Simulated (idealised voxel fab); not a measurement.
process module | voxel ribs on slabs
cross-section cut | 190 nm wide | cells 5 nm
A cross-section is a grid of square cells, given in bands from the top down. A band is one or more rows of cells.
Each band's line starts with the height of the band's top and of its bottom, in nm. Then come its materials from left to right, each with its width in nm. One material with "throughout" fills the band from edge to edge. "air" is empty space.
Height 0 is the level under which the wafer as received is all one material. The lowest band goes on downwards, as in "0 down".
A width such as "30 to 40" changes by the same amount from each row of cells to the next, from the band's top row to its bottom row.
"no change" after a step means that no cell of the cross-section changed.
closed voids: empty space of 8 cells or more with no open way to the top, each as width x height at its distance from the left edge, in nm
after a step's settings: what the simulator itself notes on the step
overlay nm, on a step with a mask: how far to the right of its planned place the mask lay; to the left if negative
plan
1 op RECEIVE | material Si
2 op DIRECTIONAL_DEP | material SiO2 | thk nm 30
3 op DIRECTIONAL_DEP | material SiN | thk nm 25
4 op MASKED_ETCH | tone cover | mask id RIB | width nm 20 | etch materials SiN | depth nm 15 | overlay nm 0
5 op MASKED_ETCH | tone cover | mask id SLAB | width nm 50 | etch materials SiN | depth nm 10 | overlay nm 0
6 op FILL_DEP | material SiO2 | thk nm 15
7 op CMP | height nm 65
8 op DIRECTIONAL_DEP | material TiN | thk nm 10
9 op PATTERN | tone cover | mask id HEATER | material resist | width nm 30 | thk nm 20 | overlay nm 0
10 op DIRECTIONAL_ETCH | etch materials TiN | depth nm 10
11 op STRIP | etch materials resist
12 op CONFORMAL_DEP | material SiN | thk nm 10
as received, after step 1
  0 down: Si throughout
  closed voids: none
a wafer at the end: this start, this plan, one mistake
  85 to 75: air 70 | SiN 50 | air 70
  75 to 65: SiN 80 | TiN 30 | SiN 80
  65 to 55: SiO2 70 | SiN 50 | SiO2 70
  55 to 30: SiN throughout
  30 to 0: SiO2 throughout
  0 down: Si throughout
  closed voids: none
what went wrong: step 3 was run twice
